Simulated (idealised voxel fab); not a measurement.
The name of this process module is voxel quadruple lines.
Square cell edge 5 nm, section width 215 nm, ID cut.
Cross-section = grid of square cells, listed top down in bands; band = one or more rows. The entry gives the band's vertical extent as a top height and a bottom height in nm, then its horizontal make-up as materials from left to right, each with a width in nm. "empty" stands for empty space; a single material marked "all across" fills the band edge to edge. The reference from which all heights are counted is 0, the level beneath which the as-received wafer is entirely one material; the lowest band, having no lower bound, proceeds downward and is written after the example "0..down". Width spec "30 to 40" -> top row of cells at first value, bottom row at second value, equal per-row change in between. Where the words "no alteration" appear for a step, the cross-section shows no cell changed by that step; every cell remained as before. "Closed void entries" enumerates empty spaces isolated from the top, with no open way to it, that contain at least 8 cells, giving each as width x height at distance from the left edge, all three in nm. Where a step's line continues beyond its settings, the continuation is a remark by the simulator itself on that step. overlay nm: how far to the right of its planned place the mask lay on this masked step (negative: to the left).
Steps planned for the process:
1 op RECEIVE | material Si
2 op CONFORMAL_DEP | material Al2O3 | thk nm 10
3 op DIRECTIONAL_DEP | material W | thk nm 15
4 op DIRECTIONAL_DEP | material polySi | thk nm 20
5 op DIRECTIONAL_DEP | material aC | thk nm 20
6 op PATTERN | tone cover | mask id MANDREL | material resist | width nm 25 | thk nm 25 | overlay nm 0
7 op DIRECTIONAL_ETCH | etch materials aC | depth nm 20
8 op STRIP | etch materials resist
9 op CONFORMAL_DEP | material SiO2 | thk nm 15
10 op DIRECTIONAL_ETCH | etch materials SiO2 | depth nm 15
11 op STRIP | etch materials aC
12 op DIRECTIONAL_ETCH | etch materials polySi | depth nm 20
13 op STRIP | etch materials SiO2
14 op CONFORMAL_DEP | material SiCN | thk nm 5
15 op DIRECTIONAL_ETCH | etch materials SiCN | depth nm 5
16 op STRIP | etch materials polySi
17 op DIRECTIONAL_ETCH | etch materials W | depth nm 15
18 op STRIP | etch materials SiCN
19 op FILL_DEP | material SiO2 | thk nm 5
20 op CMP | height nm 25
Shown in cross-section is the wafer as received, that is, as it stands after step 1:
> 0..down: Si all across
> Closed void entries: none
Cross-section taken at module completion on the first of two wafers; processed per the plan:
> 25..10: SiO2=75; W=5; SiO2=15; W=5; SiO2=15; W=5; SiO2=15; W=5; SiO2=75
> 10..0: Al2O3 all across
> 0..down: Si all across
> Closed void entries: none
End of module, second wafer, cross-section. Started like the first, planned like the first, run with one mistake:
> 25..10: SiO2=90; W=5; SiO2=25; W=5; SiO2=90
> 10..0: Al2O3 all across
> 0..down: Si all across
> Closed void entries: none
What was done differently from what was planned? step 6 did not happen as planned, as run it was op PATTERN | tone open | mask id MANDREL | material resist | width nm 25 | thk nm 25 | overlay nm 0
Final difference in cells, second wafer against first, listed per material as more or fewer: +6 SiO2, -6 W
